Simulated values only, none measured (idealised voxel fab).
Module name: voxel fin reveal (process module)
The cross-section on display is named cut; it measures 160 nm wide, and its cells are 5 nm squares.
A cross-section in this document is a grid of square cells, and it is written down as bands, the top band listed before the ones below it; a band is made up of one or more rows of cells. Band: top height; bottom height; in nm. Then, left to right: material with width in nm, for each material. "edge to edge": a single material spanning edge to edge. "blank": empty space. Below 0: as-received wafer, all one material; heights counted from there. Lowest band: no bottom, goes on down, written "0..down". Note: "30 to 40" means the width goes from the first number (top row of the band) to the second number (bottom row) in equal steps per row of cells. Step note "everything unchanged" = no cross-section cell changed. Unvented voids: empty space of 8 cells or more with no open way to the top, each as width x height at its distance from the left edge, in nm. Past the settings on a step's line: simulator remark, on that step. The optional step-line setting "overlay nm" applies to steps with a mask and quantifies how far to the right of its planned location the mask lay, a negative value indicating leftward placement.

### The planned process steps are enumerated hereunder
step 1: RECEIVE (material Si)
step 2: CONFORMAL_DEP (material SiN; thk nm 10)
step 3: DIRECTIONAL_DEP (material aC; thk nm 15)
step 4: PATTERN (tone cover; mask id FINS; material resist; width nm 15; pitch nm 40; thk nm 35; overlay nm 0)
step 5: DIRECTIONAL_ETCH (etch materials aC; depth nm 15)
step 6: STRIP (etch materials resist)
step 7: DIRECTIONAL_ETCH (etch materials SiN; depth nm 10)
step 8: DIRECTIONAL_ETCH (etch materials Si; depth nm 30)
step 9: STRIP (etch materials aC)
step 10: FILL_DEP (material SiO2; thk nm 15)
step 11: CMP (height nm 10)
step 12: SELECTIVE_ETCH (etch materials SiO2; depth nm 25)
step 13: STRIP (etch materials SiN)
step 14: CONFORMAL_DEP (material HfO2; thk nm 5)

### Cross-sectional view of the wafer in its as-received condition, corresponding to the state after step 1
* 0..down  Si edge to edge
* Unvented voids: none

### Here's the cross-section of the first of our two wafers at the end of the module - it ran as planned
* 5..0  blank (25) / HfO2 (25) / blank (15) / HfO2 (25) / blank (15) / HfO2 (25) / blank (30)
* 0..-10  blank (25) / HfO2 (5) / Si (15) / HfO2 (5) / blank (15) / HfO2 (5) / Si (15) / HfO2 (5) / blank (15) / HfO2 (5) / Si (15) / HfO2 (5) / blank (30)
* -10..-15  HfO2 (30) / Si (15) / HfO2 (25) / Si (15) / HfO2 (25) / Si (15) / HfO2 (35)
* -15..-30  SiO2 (30) / Si (15) / SiO2 (25) / Si (15) / SiO2 (25) / Si (15) / SiO2 (35)
* -30..down  Si edge to edge
* Unvented voids: none

### This cross-section belongs to the second wafer of two at the end of the module; the start and the plan were shared with the first, and the run included one mistake
* 5..0  blank (25) / HfO2 (25) / blank (15) / HfO2 (25) / blank (15) / HfO2 (25) / blank (30)
* 0..-10  blank (25) / HfO2 (5) / Si (15) / HfO2 (5) / blank (15) / HfO2 (5) / Si (15) / HfO2 (5) / blank (15) / HfO2 (5) / Si (15) / HfO2 (5) / blank (30)
* -10..-15  HfO2 (10) / blank (15) / HfO2 (5) / Si (15) / HfO2 (5) / blank (15) / HfO2 (5) / Si (15) / HfO2 (5) / blank (15) / HfO2 (5) / Si (15) / HfO2 (5) / blank (15) / HfO2 (15)
* -15..-20  SiO2 (5) / HfO2 (5) / blank (15) / HfO2 (5) / Si (15) / HfO2 (5) / blank (15) / HfO2 (5) / Si (15) / HfO2 (5) / blank (15) / HfO2 (5) / Si (15) / HfO2 (5) / blank (15) / HfO2 (5) / SiO2 (10)
* -20..-25  SiO2 (5) / HfO2 (25) / Si (15) / HfO2 (25) / Si (15) / HfO2 (25) / Si (15) / HfO2 (25) / SiO2 (10)
* -25..-30  SiO2 (30) / Si (15) / SiO2 (25) / Si (15) / SiO2 (25) / Si (15) / SiO2 (35)
* -30..down  Si edge to edge
* Unvented voids: none
Heads up, the wafer didn't run the way we planned it: step 13 occupied the plan position of step 12, and the converse holds as well
Final tally in cells, some materials are higher or lower on the second wafer than on the first: HfO2 +16, SiO2 -40
